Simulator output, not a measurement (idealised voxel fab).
process module | voxel air gaps
cross-section cut | 220 nm wide | cells 5 nm
A cross-section is a grid of square cells, given in bands from the top down. A band is one or more rows of cells.
Each band's line starts with the height of the band's top and of its bottom, in nm. Then come its materials from left to right, each with its width in nm. One material with "throughout" fills the band from edge to edge. "air" is empty space.
Height 0 is the level under which the wafer as received is all one material. The lowest band goes on downwards, as in "0 down".
A width such as "30 to 40" changes by the same amount from each row of cells to the next, from the band's top row to its bottom row.
"no change" after a step means that no cell of the cross-section changed.
closed voids: empty space of 8 cells or more with no open way to the top, each as width x height at its distance from the left edge, in nm
after a step's settings: what the simulator itself notes on the step
overlay nm, on a step with a mask: how far to the right of its planned place the mask lay; to the left if negative
Each pair below shows a cross-section before one step and the cross-section after it, down to the lowest band that changed. The line under each pair gives the step between them, with its settings. The pairs can come from different runs of this module on the same starting wafer, so a pair continues from the pair above only where its "before" says so.
before
  0 down: Si throughout
  closed voids: none
after
  10 to 0: SiO2 throughout
  below 0: unchanged
  closed voids: none
the step between: op CONFORMAL_DEP | material SiO2 | thk nm 10
before: the cross-section after the pair above
after
  15 to 10: SiN throughout
  below 10: unchanged
  closed voids: none
the step between: op CONFORMAL_DEP | material SiN | thk nm 5
before: the cross-section after the pair above
after
  50 to 15: lowk throughout
  below 15: unchanged
  closed voids: none
the step between: op DIRECTIONAL_DEP | material lowk | thk nm 35
before: the cross-section after the pair above
after
  65 to 50: aC throughout
  below 50: unchanged
  closed voids: none
the step between: op DIRECTIONAL_DEP | material aC | thk nm 15
before: the cross-section after the pair above
after
  95 to 65: resist 20 | air 25 | resist 25 | air 25 | resist 25 | air 25 | resist 25 | air 25 | resist 25
  below 65: unchanged
  closed voids: none
the step between: op PATTERN | tone open | mask id LINES | material resist | width nm 25 | pitch nm 50 | thk nm 30 | overlay nm 0
before: the cross-section after the pair above
after
  80 to 65: resist 20 | air 25 | resist 25 | air 25 | resist 25 | air 25 | resist 25 | air 25 | resist 25
  65 to 50: aC 20 | air 25 | aC 25 | air 25 | aC 25 | air 25 | aC 25 | air 25 | aC 25
  below 50: unchanged
  closed voids: none
the step between: op DIRECTIONAL_ETCH | etch materials aC | depth nm 15
before: the cross-section after the pair above
after
  65 to 50: aC 20 | air 25 | aC 25 | air 25 | aC 25 | air 25 | aC 25 | air 25 | aC 25
  below 50: unchanged
  closed voids: none
the step between: op STRIP | etch materials resist
before: the cross-section after the pair above
after
  65 to 50: aC 20 | air 25 | aC 25 | air 25 | aC 25 | air 25 | aC 25 | air 25 | aC 25
  50 to 15: lowk 20 | air 25 | lowk 25 | air 25 | lowk 25 | air 25 | lowk 25 | air 25 | lowk 25
  below 15: unchanged
  closed voids: none
the step between: op DIRECTIONAL_ETCH | etch materials lowk | depth nm 35
before: the cross-section after the pair above
after
  50 to 15: lowk 20 | air 25 | lowk 25 | air 25 | lowk 25 | air 25 | lowk 25 | air 25 | lowk 25
  below 15: unchanged
  closed voids: none
the step between: op STRIP | etch materials aC
before: the cross-section after the pair above
after
  55 to 50: TiN 25 | air 15 | TiN 35 | air 15 | TiN 35 | air 15 | TiN 35 | air 15 | TiN 30
  50 to 20: lowk 20 | TiN 5 | air 15 | TiN 5 | lowk 25 | TiN 5 | air 15 | TiN 5 | lowk 25 | TiN 5 | air 15 | TiN 5 | lowk 25 | TiN 5 | air 15 | TiN 5 | lowk 25
  20 to 15: lowk 20 | TiN 25 | lowk 25 | TiN 25 | lowk 25 | TiN 25 | lowk 25 | TiN 25 | lowk 25
  below 15: unchanged
  closed voids: none
the step between: op CONFORMAL_DEP | material TiN | thk nm 5
before: the cross-section after the pair above
after
  60 to 55: Ru throughout
  55 to 50: TiN 25 | Ru 15 | TiN 35 | Ru 15 | TiN 35 | Ru 15 | TiN 35 | Ru 15 | TiN 30
  50 to 20: lowk 20 | TiN 5 | Ru 15 | TiN 5 | lowk 25 | TiN 5 | Ru 15 | TiN 5 | lowk 25 | TiN 5 | Ru 15 | TiN 5 | lowk 25 | TiN 5 | Ru 15 | TiN 5 | lowk 25
  below 20: unchanged
  closed voids: none
the step between: op FILL_DEP | material Ru | thk nm 5
before: the cross-section after the pair above
after
  50 to 20: lowk 20 | TiN 5 | Ru 15 | TiN 5 | lowk 25 | TiN 5 | Ru 15 | TiN 5 | lowk 25 | TiN 5 | Ru 15 | TiN 5 | lowk 25 | TiN 5 | Ru 15 | TiN 5 | lowk 25
  below 20: unchanged
  closed voids: none
the step between: op CMP | height nm 50
before: the cross-section after the pair above
after
  60 to 50: air 10 | Ru 45 | air 5 | Ru 45 | air 5 | Ru 45 | air 5 | Ru 45 | air 15
  below 50: unchanged
  closed voids: none
the step between: op EPI | material Ru | thk nm 10
before: the cross-section after the pair above
after
  60 to 50: air 10 | Ru 45 | air 5 | Ru 45 | air 5 | Ru 45 | air 5 | Ru 45 | air 15
  50 to 20: air 20 | TiN 5 | Ru 15 | TiN 5 | air 25 | TiN 5 | Ru 15 | TiN 5 | air 25 | TiN 5 | Ru 15 | TiN 5 | air 25 | TiN 5 | Ru 15 | TiN 5 | air 25
  20 to 15: air 20 | TiN 25 | air 25 | TiN 25 | air 25 | TiN 25 | air 25 | TiN 25 | air 25
  below 15: unchanged
  closed voids: none
the step between: op SELECTIVE_ETCH | etch materials lowk | depth nm 45
before: the cross-section after the pair above
after
  65 to 60: air 5 | SiCN 205 | air 10
  60 to 50: air 5 | SiCN 5 | Ru 45 | SiCN 5 | Ru 45 | SiCN 5 | Ru 45 | SiCN 5 | Ru 45 | SiCN 5 | air 10
  50 to 45: air 5 | SiCN 15 | TiN 5 | Ru 15 | TiN 5 | SiCN 25 | TiN 5 | Ru 15 | TiN 5 | SiCN 25 | TiN 5 | Ru 15 | TiN 5 | SiCN 25 | TiN 5 | Ru 15 | TiN 5 | SiCN 15 | air 10
  45 to 20: air 15 | SiCN 5 | TiN 5 | Ru 15 | TiN 5 | SiCN 5 | air 15 | SiCN 5 | TiN 5 | Ru 15 | TiN 5 | SiCN 5 | air 15 | SiCN 5 | TiN 5 | Ru 15 | TiN 5 | SiCN 5 | air 15 | SiCN 5 | TiN 5 | Ru 15 | TiN 5 | SiCN 5 | air 20
  20 to 15: SiCN 20 | TiN 25 | SiCN 25 | TiN 25 | SiCN 25 | TiN 25 | SiCN 25 | TiN 25 | SiCN 25
  below 15: unchanged
  closed voids: 15 x 25 at 50; 15 x 25 at 100; 15 x 25 at 150
the step between: op CONFORMAL_DEP | material SiCN | thk nm 5
before
  60 to 50: air 10 | Ru 45 | air 5 | Ru 45 | air 5 | Ru 45 | air 5 | Ru 45 | air 15
  50 to 20: lowk 20 | TiN 5 | Ru 15 | TiN 5 | lowk 25 | TiN 5 | Ru 15 | TiN 5 | lowk 25 | TiN 5 | Ru 15 | TiN 5 | lowk 25 | TiN 5 | Ru 15 | TiN 5 | lowk 25
  20 to 15: lowk 20 | TiN 25 | lowk 25 | TiN 25 | lowk 25 | TiN 25 | lowk 25 | TiN 25 | lowk 25
  15 to 10: SiN throughout
  10 to 0: SiO2 throughout
  0 down: Si throughout
  closed voids: none
after
  70 to 50: Ru 215 | air 5
  below 50: unchanged
  closed voids: none
the step between: op EPI | material Ru | thk nm 10
before: the cross-section after the pair above
after
  70 to 50: Ru 215 | air 5
  50 to 20: lowk 20 | TiN 5 | Ru 15 | TiN 5 | lowk 25 | TiN 5 | Ru 15 | TiN 5 | lowk 25 | TiN 5 | Ru 15 | TiN 5 | lowk 25 | TiN 5 | Ru 15 | TiN 5 | air 25
  20 to 15: lowk 20 | TiN 25 | lowk 25 | TiN 25 | lowk 25 | TiN 25 | lowk 25 | TiN 25 | air 25
  below 15: unchanged
  closed voids: none
the step between: op SELECTIVE_ETCH | etch materials lowk | depth nm 45
before: the cross-section after the pair above
after
  75 to 70: SiCN throughout
  70 to 50: Ru 215 | SiCN 5
  50 to 45: lowk 20 | TiN 5 | Ru 15 | TiN 5 | lowk 25 | TiN 5 | Ru 15 | TiN 5 | lowk 25 | TiN 5 | Ru 15 | TiN 5 | lowk 25 | TiN 5 | Ru 15 | TiN 5 | SiCN 25
  45 to 20: lowk 20 | TiN 5 | Ru 15 | TiN 5 | lowk 25 | TiN 5 | Ru 15 | TiN 5 | lowk 25 | TiN 5 | Ru 15 | TiN 5 | lowk 25 | TiN 5 | Ru 15 | TiN 5 | SiCN 5 | air 20
  20 to 15: lowk 20 | TiN 25 | lowk 25 | TiN 25 | lowk 25 | TiN 25 | lowk 25 | TiN 25 | SiCN 25
  below 15: unchanged
  closed voids: 20 x 25 at 200
the step between: op CONFORMAL_DEP | material SiCN | thk nm 5
before
  50 to 20: lowk 20 | TiN 5 | Ru 15 | TiN 5 | lowk 25 | TiN 5 | Ru 15 | TiN 5 | lowk 25 | TiN 5 | Ru 15 | TiN 5 | lowk 25 | TiN 5 | Ru 15 | TiN 5 | lowk 25
  20 to 15: lowk 20 | TiN 25 | lowk 25 | TiN 25 | lowk 25 | TiN 25 | lowk 25 | TiN 25 | lowk 25
  15 to 10: SiN throughout
  10 to 0: SiO2 throughout
  0 down: Si throughout
  closed voids: none
after
  50 to 20: air 20 | TiN 5 | Ru 15 | TiN 5 | air 25 | TiN 5 | Ru 15 | TiN 5 | air 25 | TiN 5 | Ru 15 | TiN 5 | air 25 | TiN 5 | Ru 15 | TiN 5 | air 25
  20 to 15: air 20 | TiN 25 | air 25 | TiN 25 | air 25 | TiN 25 | air 25 | TiN 25 | air 25
  below 15: unchanged
  closed voids: none
the step between: op SELECTIVE_ETCH | etch materials lowk | depth nm 45
before: the cross-section after the pair above
after
  60 to 50: air 10 | Ru 45 | air 5 | Ru 45 | air 5 | Ru 45 | air 5 | Ru 45 | air 15
  50 to 20: air 10 | Ru 10 | TiN 5 | Ru 15 | TiN 5 | Ru 10 | air 5 | Ru 10 | TiN 5 | Ru 15 | TiN 5 | Ru 10 | air 5 | Ru 10 | TiN 5 | Ru 15 | TiN 5 | Ru 10 | air 5 | Ru 10 | TiN 5 | Ru 15 | TiN 5 | Ru 10 | air 15
  20 to 15: air 10 | Ru 10 | TiN 25 | Ru 10 | air 5 | Ru 10 | TiN 25 | Ru 10 | air 5 | Ru 10 | TiN 25 | Ru 10 | air 5 | Ru 10 | TiN 25 | Ru 10 | air 15
  below 15: unchanged
  closed voids: none
the step between: op EPI | material Ru | thk nm 10
before: the cross-section after the pair above
after
  65 to 60: air 5 | SiCN 205 | air 10
  60 to 50: air 5 | SiCN 5 | Ru 45 | SiCN 5 | Ru 45 | SiCN 5 | Ru 45 | SiCN 5 | Ru 45 | SiCN 5 | air 10
  50 to 20: air 5 | SiCN 5 | Ru 10 | TiN 5 | Ru 15 | TiN 5 | Ru 10 | SiCN 5 | Ru 10 | TiN 5 | Ru 15 | TiN 5 | Ru 10 | SiCN 5 | Ru 10 | TiN 5 | Ru 15 | TiN 5 | Ru 10 | SiCN 5 | Ru 10 | TiN 5 | Ru 15 | TiN 5 | Ru 10 | SiCN 5 | air 10
  20 to 15: SiCN 10 | Ru 10 | TiN 25 | Ru 10 | SiCN 5 | Ru 10 | TiN 25 | Ru 10 | SiCN 5 | Ru 10 | TiN 25 | Ru 10 | SiCN 5 | Ru 10 | TiN 25 | Ru 10 | SiCN 15
  below 15: unchanged
  closed voids: none
the step between: op CONFORMAL_DEP | material SiCN | thk nm 5
before
  0 down: Si throughout
  closed voids: none
after
  15 to 0: SiO2 throughout
  below 0: unchanged
  closed voids: none
the step between: op CONFORMAL_DEP | material SiO2 | thk nm 15
before: the cross-section after the pair above
after
  20 to 15: SiN throughout
  below 15: unchanged
  closed voids: none
the step between: op CONFORMAL_DEP | material SiN | thk nm 5
before: the cross-section after the pair above
after
  55 to 20: lowk throughout
  below 20: unchanged
  closed voids: none
the step between: op DIRECTIONAL_DEP | material lowk | thk nm 35
before: the cross-section after the pair above
after
  70 to 55: aC throughout
  below 55: unchanged
  closed voids: none
the step between: op DIRECTIONAL_DEP | material aC | thk nm 15
before: the cross-section after the pair above
after
  100 to 70: resist 20 | air 25 | resist 25 | air 25 | resist 25 | air 25 | resist 25 | air 25 | resist 25
  below 70: unchanged
  closed voids: none
the step between: op PATTERN | tone open | mask id LINES | material resist | width nm 25 | pitch nm 50 | thk nm 30 | overlay nm 0
before: the cross-section after the pair above
after
  85 to 70: resist 20 | air 25 | resist 25 | air 25 | resist 25 | air 25 | resist 25 | air 25 | resist 25
  70 to 55: aC 20 | air 25 | aC 25 | air 25 | aC 25 | air 25 | aC 25 | air 25 | aC 25
  below 55: unchanged
  closed voids: none
the step between: op DIRECTIONAL_ETCH | etch materials aC | depth nm 15
before: the cross-section after the pair above
after
  70 to 55: aC 20 | air 25 | aC 25 | air 25 | aC 25 | air 25 | aC 25 | air 25 | aC 25
  below 55: unchanged
  closed voids: none
the step between: op STRIP | etch materials resist
before: the cross-section after the pair above
after
  70 to 55: aC 20 | air 25 | aC 25 | air 25 | aC 25 | air 25 | aC 25 | air 25 | aC 25
  55 to 20: lowk 20 | air 25 | lowk 25 | air 25 | lowk 25 | air 25 | lowk 25 | air 25 | lowk 25
  below 20: unchanged
  closed voids: none
the step between: op DIRECTIONAL_ETCH | etch materials lowk | depth nm 35
before: the cross-section after the pair above
after
  55 to 20: lowk 20 | air 25 | lowk 25 | air 25 | lowk 25 | air 25 | lowk 25 | air 25 | lowk 25
  below 20: unchanged
  closed voids: none
the step between: op STRIP | etch materials aC
before: the cross-section after the pair above
after
  60 to 55: TiN 25 | air 15 | TiN 35 | air 15 | TiN 35 | air 15 | TiN 35 | air 15 | TiN 30
  55 to 25: lowk 20 | TiN 5 | air 15 | TiN 5 | lowk 25 | TiN 5 | air 15 | TiN 5 | lowk 25 | TiN 5 | air 15 | TiN 5 | lowk 25 | TiN 5 | air 15 | TiN 5 | lowk 25
  25 to 20: lowk 20 | TiN 25 | lowk 25 | TiN 25 | lowk 25 | TiN 25 | lowk 25 | TiN 25 | lowk 25
  below 20: unchanged
  closed voids: none
the step between: op CONFORMAL_DEP | material TiN | thk nm 5
before: the cross-section after the pair above
after
  65 to 60: Ru throughout
  60 to 55: TiN 25 | Ru 15 | TiN 35 | Ru 15 | TiN 35 | Ru 15 | TiN 35 | Ru 15 | TiN 30
  55 to 25: lowk 20 | TiN 5 | Ru 15 | TiN 5 | lowk 25 | TiN 5 | Ru 15 | TiN 5 | lowk 25 | TiN 5 | Ru 15 | TiN 5 | lowk 25 | TiN 5 | Ru 15 | TiN 5 | lowk 25
  below 25: unchanged
  closed voids: none
the step between: op FILL_DEP | material Ru | thk nm 5
before: the cross-section after the pair above
after
  50 to 25: lowk 20 | TiN 5 | Ru 15 | TiN 5 | lowk 25 | TiN 5 | Ru 15 | TiN 5 | lowk 25 | TiN 5 | Ru 15 | TiN 5 | lowk 25 | TiN 5 | Ru 15 | TiN 5 | lowk 25
  below 25: unchanged
  closed voids: none
the step between: op CMP | height nm 50
before: the cross-section after the pair above
after
  60 to 50: air 10 | Ru 45 | air 5 | Ru 45 | air 5 | Ru 45 | air 5 | Ru 45 | air 15
  below 50: unchanged
  closed voids: none
the step between: op EPI | material Ru | thk nm 10
before: the cross-section after the pair above
after
  60 to 50: air 10 | Ru 45 | air 5 | Ru 45 | air 5 | Ru 45 | air 5 | Ru 45 | air 15
  50 to 25: air 20 | TiN 5 | Ru 15 | TiN 5 | air 25 | TiN 5 | Ru 15 | TiN 5 | air 25 | TiN 5 | Ru 15 | TiN 5 | air 25 | TiN 5 | Ru 15 | TiN 5 | air 25
  25 to 20: air 20 | TiN 25 | air 25 | TiN 25 | air 25 | TiN 25 | air 25 | TiN 25 | air 25
  below 20: unchanged
  closed voids: none
the step between: op SELECTIVE_ETCH | etch materials lowk | depth nm 45
before: the cross-section after the pair above
after
  65 to 60: air 5 | SiCN 205 | air 10
  60 to 50: air 5 | SiCN 5 | Ru 45 | SiCN 5 | Ru 45 | SiCN 5 | Ru 45 | SiCN 5 | Ru 45 | SiCN 5 | air 10
  50 to 45: air 5 | SiCN 15 | TiN 5 | Ru 15 | TiN 5 | SiCN 25 | TiN 5 | Ru 15 | TiN 5 | SiCN 25 | TiN 5 | Ru 15 | TiN 5 | SiCN 25 | TiN 5 | Ru 15 | TiN 5 | SiCN 15 | air 10
  45 to 25: air 15 | SiCN 5 | TiN 5 | Ru 15 | TiN 5 | SiCN 5 | air 15 | SiCN 5 | TiN 5 | Ru 15 | TiN 5 | SiCN 5 | air 15 | SiCN 5 | TiN 5 | Ru 15 | TiN 5 | SiCN 5 | air 15 | SiCN 5 | TiN 5 | Ru 15 | TiN 5 | SiCN 5 | air 20
  25 to 20: SiCN 20 | TiN 25 | SiCN 25 | TiN 25 | SiCN 25 | TiN 25 | SiCN 25 | TiN 25 | SiCN 25
  below 20: unchanged
  closed voids: 15 x 20 at 50; 15 x 20 at 100; 15 x 20 at 150
the step between: op CONFORMAL_DEP | material SiCN | thk nm 5
before
  65 to 50: aC throughout
  50 to 15: lowk throughout
  15 to 10: SiN throughout
  10 to 0: SiO2 throughout
  0 down: Si throughout
  closed voids: none
after
  95 to 65: resist 15 | air 35 | resist 15 | air 35 | resist 15 | air 35 | resist 15 | air 35 | resist 20
  below 65: unchanged
  closed voids: none
the step between: op PATTERN | tone open | mask id LINES | material resist | width nm 35 | pitch nm 50 | thk nm 30 | overlay nm 0
before: the cross-section after the pair above
after
  80 to 65: resist 15 | air 35 | resist 15 | air 35 | resist 15 | air 35 | resist 15 | air 35 | resist 20
  65 to 50: aC 15 | air 35 | aC 15 | air 35 | aC 15 | air 35 | aC 15 | air 35 | aC 20
  below 50: unchanged
  closed voids: none
the step between: op DIRECTIONAL_ETCH | etch materials aC | depth nm 15
before: the cross-section after the pair above
after
  65 to 50: aC 15 | air 35 | aC 15 | air 35 | aC 15 | air 35 | aC 15 | air 35 | aC 20
  below 50: unchanged
  closed voids: none
the step between: op STRIP | etch materials resist
before: the cross-section after the pair above
after
  65 to 50: aC 15 | air 35 | aC 15 | air 35 | aC 15 | air 35 | aC 15 | air 35 | aC 20
  50 to 15: lowk 15 | air 35 | lowk 15 | air 35 | lowk 15 | air 35 | lowk 15 | air 35 | lowk 20
  below 15: unchanged
  closed voids: none
the step between: op DIRECTIONAL_ETCH | etch materials lowk | depth nm 35
before: the cross-section after the pair above
after
  50 to 15: lowk 15 | air 35 | lowk 15 | air 35 | lowk 15 | air 35 | lowk 15 | air 35 | lowk 20
  below 15: unchanged
  closed voids: none
the step between: op STRIP | etch materials aC
before: the cross-section after the pair above
after
  55 to 50: TiN 20 | air 25 | TiN 25 | air 25 | TiN 25 | air 25 | TiN 25 | air 25 | TiN 25
  50 to 20: lowk 15 | TiN 5 | air 25 | TiN 5 | lowk 15 | TiN 5 | air 25 | TiN 5 | lowk 15 | TiN 5 | air 25 | TiN 5 | lowk 15 | TiN 5 | air 25 | TiN 5 | lowk 20
  20 to 15: lowk 15 | TiN 35 | lowk 15 | TiN 35 | lowk 15 | TiN 35 | lowk 15 | TiN 35 | lowk 20
  below 15: unchanged
  closed voids: none
the step between: op CONFORMAL_DEP | material TiN | thk nm 5
before: the cross-section after the pair above
after
  60 to 55: Ru throughout
  55 to 50: TiN 20 | Ru 25 | TiN 25 | Ru 25 | TiN 25 | Ru 25 | TiN 25 | Ru 25 | TiN 25
  50 to 20: lowk 15 | TiN 5 | Ru 25 | TiN 5 | lowk 15 | TiN 5 | Ru 25 | TiN 5 | lowk 15 | TiN 5 | Ru 25 | TiN 5 | lowk 15 | TiN 5 | Ru 25 | TiN 5 | lowk 20
  below 20: unchanged
  closed voids: none
the step between: op FILL_DEP | material Ru | thk nm 5
before: the cross-section after the pair above
after
  50 to 20: lowk 15 | TiN 5 | Ru 25 | TiN 5 | lowk 15 | TiN 5 | Ru 25 | TiN 5 | lowk 15 | TiN 5 | Ru 25 | TiN 5 | lowk 15 | TiN 5 | Ru 25 | TiN 5 | lowk 20
  below 20: unchanged
  closed voids: none
the step between: op CMP | height nm 50
before: the cross-section after the pair above
after
  60 to 50: air 5 | Ru 205 | air 10
  below 50: unchanged
  closed voids: none
the step between: op EPI | material Ru | thk nm 10
before: the cross-section after the pair above
after
  60 to 50: air 5 | Ru 205 | air 10
  50 to 20: air 15 | TiN 5 | Ru 25 | TiN 5 | lowk 15 | TiN 5 | Ru 25 | TiN 5 | lowk 15 | TiN 5 | Ru 25 | TiN 5 | lowk 15 | TiN 5 | Ru 25 | TiN 5 | air 20
  20 to 15: air 15 | TiN 35 | lowk 15 | TiN 35 | lowk 15 | TiN 35 | lowk 15 | TiN 35 | air 20
  below 15: unchanged
  closed voids: none
the step between: op SELECTIVE_ETCH | etch materials lowk | depth nm 45
before: the cross-section after the pair above
after
  65 to 60: SiCN 215 | air 5
  60 to 50: SiCN 5 | Ru 205 | SiCN 5 | air 5
  50 to 45: SiCN 15 | TiN 5 | Ru 25 | TiN 5 | lowk 15 | TiN 5 | Ru 25 | TiN 5 | lowk 15 | TiN 5 | Ru 25 | TiN 5 | lowk 15 | TiN 5 | Ru 25 | TiN 5 | SiCN 15 | air 5
  45 to 20: air 10 | SiCN 5 | TiN 5 | Ru 25 | TiN 5 | lowk 15 | TiN 5 | Ru 25 | TiN 5 | lowk 15 | TiN 5 | Ru 25 | TiN 5 | lowk 15 | TiN 5 | Ru 25 | TiN 5 | SiCN 5 | air 15
  20 to 15: SiCN 15 | TiN 35 | lowk 15 | TiN 35 | lowk 15 | TiN 35 | lowk 15 | TiN 35 | SiCN 20
  below 15: unchanged
  closed voids: 10 x 25 at 0
the step between: op CONFORMAL_DEP | material SiCN | thk nm 5
before
  65 to 50: aC throughout
  50 to 15: lowk throughout
  15 to 10: SiN throughout
  10 to 0: SiO2 throughout
  0 down: Si throughout
  closed voids: none
after
  95 to 65: resist 25 | air 25 | resist 25 | air 25 | resist 25 | air 25 | resist 25 | air 25 | resist 20
  below 65: unchanged
  closed voids: none
the step between: op PATTERN | tone open | mask id LINES | material resist | width nm 25 | pitch nm 50 | thk nm 30 | overlay nm 5
before: the cross-section after the pair above
after
  80 to 65: resist 25 | air 25 | resist 25 | air 25 | resist 25 | air 25 | resist 25 | air 25 | resist 20
  65 to 50: aC 25 | air 25 | aC 25 | air 25 | aC 25 | air 25 | aC 25 | air 25 | aC 20
  below 50: unchanged
  closed voids: none
the step between: op DIRECTIONAL_ETCH | etch materials aC | depth nm 15
before: the cross-section after the pair above
after
  65 to 50: aC 25 | air 25 | aC 25 | air 25 | aC 25 | air 25 | aC 25 | air 25 | aC 20
  below 50: unchanged
  closed voids: none
the step between: op STRIP | etch materials resist
before: the cross-section after the pair above
after
  65 to 50: aC 25 | air 25 | aC 25 | air 25 | aC 25 | air 25 | aC 25 | air 25 | aC 20
  50 to 15: lowk 25 | air 25 | lowk 25 | air 25 | lowk 25 | air 25 | lowk 25 | air 25 | lowk 20
  below 15: unchanged
  closed voids: none
the step between: op DIRECTIONAL_ETCH | etch materials lowk | depth nm 35
before: the cross-section after the pair above
after
  50 to 15: lowk 25 | air 25 | lowk 25 | air 25 | lowk 25 | air 25 | lowk 25 | air 25 | lowk 20
  below 15: unchanged
  closed voids: none
the step between: op STRIP | etch materials aC
before: the cross-section after the pair above
after
  55 to 50: TiN 30 | air 15 | TiN 35 | air 15 | TiN 35 | air 15 | TiN 35 | air 15 | TiN 25
  50 to 20: lowk 25 | TiN 5 | air 15 | TiN 5 | lowk 25 | TiN 5 | air 15 | TiN 5 | lowk 25 | TiN 5 | air 15 | TiN 5 | lowk 25 | TiN 5 | air 15 | TiN 5 | lowk 20
  20 to 15: lowk 25 | TiN 25 | lowk 25 | TiN 25 | lowk 25 | TiN 25 | lowk 25 | TiN 25 | lowk 20
  below 15: unchanged
  closed voids: none
the step between: op CONFORMAL_DEP | material TiN | thk nm 5
before: the cross-section after the pair above
after
  60 to 55: Ru throughout
  55 to 50: TiN 30 | Ru 15 | TiN 35 | Ru 15 | TiN 35 | Ru 15 | TiN 35 | Ru 15 | TiN 25
  50 to 20: lowk 25 | TiN 5 | Ru 15 | TiN 5 | lowk 25 | TiN 5 | Ru 15 | TiN 5 | lowk 25 | TiN 5 | Ru 15 | TiN 5 | lowk 25 | TiN 5 | Ru 15 | TiN 5 | lowk 20
  below 20: unchanged
  closed voids: none
the step between: op FILL_DEP | material Ru | thk nm 5
before: the cross-section after the pair above
after
  50 to 20: lowk 25 | TiN 5 | Ru 15 | TiN 5 | lowk 25 | TiN 5 | Ru 15 | TiN 5 | lowk 25 | TiN 5 | Ru 15 | TiN 5 | lowk 25 | TiN 5 | Ru 15 | TiN 5 | lowk 20
  below 20: unchanged
  closed voids: none
the step between: op CMP | height nm 50
before: the cross-section after the pair above
after
  60 to 50: air 15 | Ru 45 | air 5 | Ru 45 | air 5 | Ru 45 | air 5 | Ru 45 | air 10
  below 50: unchanged
  closed voids: none
the step between: op EPI | material Ru | thk nm 10
before: the cross-section after the pair above
after
  60 to 50: air 15 | Ru 45 | air 5 | Ru 45 | air 5 | Ru 45 | air 5 | Ru 45 | air 10
  50 to 20: air 25 | TiN 5 | Ru 15 | TiN 5 | air 25 | TiN 5 | Ru 15 | TiN 5 | air 25 | TiN 5 | Ru 15 | TiN 5 | air 25 | TiN 5 | Ru 15 | TiN 5 | air 20
  20 to 15: air 25 | TiN 25 | air 25 | TiN 25 | air 25 | TiN 25 | air 25 | TiN 25 | air 20
  below 15: unchanged
  closed voids: none
the step between: op SELECTIVE_ETCH | etch materials lowk | depth nm 45
before: the cross-section after the pair above
after
  65 to 60: air 10 | SiCN 205 | air 5
  60 to 50: air 10 | SiCN 5 | Ru 45 | SiCN 5 | Ru 45 | SiCN 5 | Ru 45 | SiCN 5 | Ru 45 | SiCN 5 | air 5
  50 to 45: air 10 | SiCN 15 | TiN 5 | Ru 15 | TiN 5 | SiCN 25 | TiN 5 | Ru 15 | TiN 5 | SiCN 25 | TiN 5 | Ru 15 | TiN 5 | SiCN 25 | TiN 5 | Ru 15 | TiN 5 | SiCN 15 | air 5
  45 to 20: air 20 | SiCN 5 | TiN 5 | Ru 15 | TiN 5 | SiCN 5 | air 15 | SiCN 5 | TiN 5 | Ru 15 | TiN 5 | SiCN 5 | air 15 | SiCN 5 | TiN 5 | Ru 15 | TiN 5 | SiCN 5 | air 15 | SiCN 5 | TiN 5 | Ru 15 | TiN 5 | SiCN 5 | air 15
  20 to 15: SiCN 25 | TiN 25 | SiCN 25 | TiN 25 | SiCN 25 | TiN 25 | SiCN 25 | TiN 25 | SiCN 20
  below 15: unchanged
  closed voids: 15 x 25 at 55; 15 x 25 at 105; 15 x 25 at 155
the step between: op CONFORMAL_DEP | material SiCN | thk nm 5
before
  0 down: Si throughout
  closed voids: none
after
  10 to 0: aC throughout
  below 0: unchanged
  closed voids: none
the step between: op CONFORMAL_DEP | material aC | thk nm 10
before: the cross-section after the pair above
after
  15 to 10: SiN throughout
  below 10: unchanged
  closed voids: none
the step between: op CONFORMAL_DEP | material SiN | thk nm 5
before: the cross-section after the pair above
after
  50 to 15: lowk throughout
  below 15: unchanged
  closed voids: none
the step between: op DIRECTIONAL_DEP | material lowk | thk nm 35
before: the cross-section after the pair above
after
  65 to 50: aC throughout
  below 50: unchanged
  closed voids: none
the step between: op DIRECTIONAL_DEP | material aC | thk nm 15
before: the cross-section after the pair above
after
  95 to 65: resist 20 | air 25 | resist 25 | air 25 | resist 25 | air 25 | resist 25 | air 25 | resist 25
  below 65: unchanged
  closed voids: none
the step between: op PATTERN | tone open | mask id LINES | material resist | width nm 25 | pitch nm 50 | thk nm 30 | overlay nm 0
before: the cross-section after the pair above
after
  80 to 65: resist 20 | air 25 | resist 25 | air 25 | resist 25 | air 25 | resist 25 | air 25 | resist 25
  65 to 50: aC 20 | air 25 | aC 25 | air 25 | aC 25 | air 25 | aC 25 | air 25 | aC 25
  below 50: unchanged
  closed voids: none
the step between: op DIRECTIONAL_ETCH | etch materials aC | depth nm 15
before: the cross-section after the pair above
after
  65 to 50: aC 20 | air 25 | aC 25 | air 25 | aC 25 | air 25 | aC 25 | air 25 | aC 25
  below 50: unchanged
  closed voids: none
the step between: op STRIP | etch materials resist
before: the cross-section after the pair above
after
  65 to 50: aC 20 | air 25 | aC 25 | air 25 | aC 25 | air 25 | aC 25 | air 25 | aC 25
  50 to 15: lowk 20 | air 25 | lowk 25 | air 25 | lowk 25 | air 25 | lowk 25 | air 25 | lowk 25
  below 15: unchanged
  closed voids: none
the step between: op DIRECTIONAL_ETCH | etch materials lowk | depth nm 35
before: the cross-section after the pair above
after
  50 to 15: lowk 20 | air 25 | lowk 25 | air 25 | lowk 25 | air 25 | lowk 25 | air 25 | lowk 25
  below 15: unchanged
  closed voids: none
the step between: op STRIP | etch materials aC
before: the cross-section after the pair above
after
  55 to 50: TiN 25 | air 15 | TiN 35 | air 15 | TiN 35 | air 15 | TiN 35 | air 15 | TiN 30
  50 to 20: lowk 20 | TiN 5 | air 15 | TiN 5 | lowk 25 | TiN 5 | air 15 | TiN 5 | lowk 25 | TiN 5 | air 15 | TiN 5 | lowk 25 | TiN 5 | air 15 | TiN 5 | lowk 25
  20 to 15: lowk 20 | TiN 25 | lowk 25 | TiN 25 | lowk 25 | TiN 25 | lowk 25 | TiN 25 | lowk 25
  below 15: unchanged
  closed voids: none
the step between: op CONFORMAL_DEP | material TiN | thk nm 5
before: the cross-section after the pair above
after
  60 to 55: Ru throughout
  55 to 50: TiN 25 | Ru 15 | TiN 35 | Ru 15 | TiN 35 | Ru 15 | TiN 35 | Ru 15 | TiN 30
  50 to 20: lowk 20 | TiN 5 | Ru 15 | TiN 5 | lowk 25 | TiN 5 | Ru 15 | TiN 5 | lowk 25 | TiN 5 | Ru 15 | TiN 5 | lowk 25 | TiN 5 | Ru 15 | TiN 5 | lowk 25
  below 20: unchanged
  closed voids: none
the step between: op FILL_DEP | material Ru | thk nm 5
before: the cross-section after the pair above
after
  50 to 20: lowk 20 | TiN 5 | Ru 15 | TiN 5 | lowk 25 | TiN 5 | Ru 15 | TiN 5 | lowk 25 | TiN 5 | Ru 15 | TiN 5 | lowk 25 | TiN 5 | Ru 15 | TiN 5 | lowk 25
  below 20: unchanged
  closed voids: none
the step between: op CMP | height nm 50
before: the cross-section after the pair above
after
  60 to 50: air 10 | Ru 45 | air 5 | Ru 45 | air 5 | Ru 45 | air 5 | Ru 45 | air 15
  below 50: unchanged
  closed voids: none
the step between: op EPI | material Ru | thk nm 10
